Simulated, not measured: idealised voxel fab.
The name of this process module is voxel gate over fins.
The width of the displayed cross-section, cut, is 210 nm; its cells are square, with a size of 5 nm.
Cross-section layout: square cells on a grid; listed as bands, top to bottom; a band spans one or more cell rows. Look at the band entry: it leads with the top's height and the bottom's height in nm. Then it lists the materials left to right, with a width in nm for each. The word "full width" on a single material says that material fills the band edge to edge. The word "blank" is empty space. Zero point of the height axis is 0; under it, received wafer = one material. Lowest band: continues down indefinitely, "0 and below". With a width like "30..40", each row of cells in the band differs from the next by the same amount, the top row carrying the first number and the bottom row the second. "nothing changed" -> step changed no cross-section cell. You'll see "Enclosed void listing" listing empty spaces that have no way open to the top, as long as they're 8 cells or more; the notation is width x height at distance, where the distance is from the left edge, and all of it is in nm. The remark found on a step's line after its settings is issued by the simulator itself and pertains to that step. For masked steps, "overlay nm" on the step line gives how far right of plan the mask actually lay; a minus sign means it lay to the left.

### Listed below are the process steps as planned
1 RECEIVE [material Si]
2 CONFORMAL_DEP [material SiN] [thk nm 10]
3 MASKED_ETCH [tone cover] [mask id FINS] [width nm 15] [pitch nm 35] [etch materials SiN] [depth nm 10] [overlay nm 0]
4 MASKED_ETCH [tone cover] [mask id FINS] [width nm 15] [pitch nm 35] [etch materials Si] [depth nm 40] [overlay nm 0]
5 OXIDIZE [depth nm 5]
6 FILL_DEP [material SiO2] [thk nm 10]
7 CMP [height nm 10]
8 SELECTIVE_ETCH [etch materials SiO2] [depth nm 20]
9 STRIP [etch materials SiN]
10 CONFORMAL_DEP [material HfO2] [thk nm 5]
11 CONFORMAL_DEP [material TiN] [thk nm 5]
12 FILL_DEP [material W] [thk nm 10]
13 CMP [height nm 15]
14 CONFORMAL_DEP [material SiCN] [thk nm 10]

### Received-state cross-section, reflecting completion of step 1
	0 and below: Si full width
	Enclosed void listing: none

### End-of-module cross-section of the first of two wafers, processed as planned
	25 down to 15: SiCN full width
	15 down to 10: W full width
	10 down to 5: W=75  TiN=25  W=10  TiN=25  W=75
	5 down to 0: W=75  TiN=5  HfO2=15  TiN=5  W=10  TiN=5  HfO2=15  TiN=5  W=75
	0 down to -5: TiN=80  HfO2=5  Si=5  HfO2=5  TiN=20  HfO2=5  Si=5  HfO2=5  TiN=80
	-5 down to -10: HfO2=85  Si=5  HfO2=30  Si=5  HfO2=85
	-10 down to -45: SiO2=85  Si=5  SiO2=30  Si=5  SiO2=85
	-45 and below: Si full width
	Enclosed void listing: none

### Second wafer of the two, sectioned at the end of the module. It began like the first and followed the same plan, but one mistake was made while running it
	25 down to 15: SiCN full width
	15 down to 5: W full width
	5 down to 0: W=80  TiN=15  W=20  TiN=15  W=80
	0 down to -5: W=80  TiN=5  Si=5  TiN=5  W=20  TiN=5  Si=5  TiN=5  W=80
	-5 down to -10: TiN=85  Si=5  TiN=30  Si=5  TiN=85
	-10 down to -45: SiO2=85  Si=5  SiO2=30  Si=5  SiO2=85
	-45 and below: Si full width
	Enclosed void listing: none
In executing the process, a mistake was made relative to the plan: the plan's step 10 went unexecuted, having been skipped
Count the cells at the end and the second wafer has more or fewer of some materials than the first: HfO2 -50; W +50
